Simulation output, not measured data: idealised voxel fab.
Name of the process module below: voxel self aligned contacts
For reference, the cross-section in this document is cut, with width 240 nm and square cells of 5 nm.
Reading order for cross-sections: top band down to bottom band. Underlying form: a grid of square cells. Band size: one or more rows of cells.
What a band's entry tells you: where the top is and where the bottom is, as heights in nm, and after that what lies inside, material by material from left to right, each with its width in nm. Empty space is written as the word "air", and a single material marked with the word "edge to edge" occupies the band from edge to edge.
For the purposes of this specification, 0 denotes the height below which the wafer in its as-received condition is composed wholly of one material, and the lowermost band, lacking a lower limit, extends downward without end, as expressed in "from 0 down".
The notation "30 to 40" denotes a width that varies across the rows of cells in the band, beginning at the first number in the top row, finishing at the second number in the bottom row, and changing by an identical amount from each row to the next.
Given "everything unchanged" for a step, no cell of the cross-section differs between before and after that step.
"Enclosed void list" - sealed voids, min. 8 cells, no opening to top; format: width x height at distance (distance from left edge; nm throughout).
Heads up: the bit after the settings on a step's line is the simulator's remark on that step.
Steps that use a mask can have "overlay nm" on their line. It says how far the mask sat to the right of where it was meant to be. Negative means to the left.

[These are the steps we planned for the process]
1: RECEIVE: material Si
2: OXIDIZE: depth nm 5
3: DIRECTIONAL_DEP: material polySi, thk nm 25
4: DIRECTIONAL_DEP: material SiN, thk nm 20
5: DIRECTIONAL_DEP: material aC, thk nm 15
6: PATTERN: tone cover, mask id GATE, material resist, width nm 25, pitch nm 55, thk nm 30, overlay nm 0
7: DIRECTIONAL_ETCH: etch materials aC, depth nm 15
8: STRIP: etch materials resist
9: DIRECTIONAL_ETCH: etch materials SiN, depth nm 20
10: DIRECTIONAL_ETCH: etch materials polySi, depth nm 25
11: STRIP: etch materials aC
12: CONFORMAL_DEP: material SiN, thk nm 5
13: DIRECTIONAL_ETCH: etch materials SiN, depth nm 5
14: FILL_DEP: material SiO2, thk nm 20
15: CMP: height nm 55
16: PATTERN: tone open, mask id CONTACT, material resist, width nm 40, pitch nm 55, thk nm 20, overlay nm 0
17: DIRECTIONAL_ETCH: etch materials SiO2, depth nm 60
18: STRIP: etch materials resist
19: CONFORMAL_DEP: material TiN, thk nm 5
20: FILL_DEP: material W, thk nm 5
21: CMP: height nm 55
22: CONFORMAL_DEP: material SiCN, thk nm 5

[As-received state of the wafer in cross-section, equivalent to post-step 1]
> from 0 down  Si edge to edge
> Enclosed void list: none

[Starting wafer: above. Plan: above. Run: one mistake. Cross-section after the module: below]
> from 60 to 55  SiCN edge to edge
> from 55 to 50  SiO2 45 | SiN 35 | TiN 5 | W 10 | TiN 5 | SiN 35 | TiN 5 | W 10 | TiN 5 | SiN 35 | SiO2 50
> from 50 to 30  SiO2 45 | SiN 5 | polySi 25 | SiN 5 | TiN 5 | W 10 | TiN 5 | SiN 5 | polySi 25 | SiN 5 | TiN 5 | W 10 | TiN 5 | SiN 5 | polySi 25 | SiN 5 | SiO2 50
> from 30 to 25  SiO2 45 | SiN 5 | polySi 25 | SiN 5 | TiN 20 | SiN 5 | polySi 25 | SiN 5 | TiN 20 | SiN 5 | polySi 25 | SiN 5 | SiO2 50
> from 25 to 0  polySi edge to edge
> from 0 to -5  SiO2 edge to edge
> from -5 down  Si edge to edge
> Enclosed void list: none
The mistake made against the process plan was this: step 3 of the plan was twice carried out
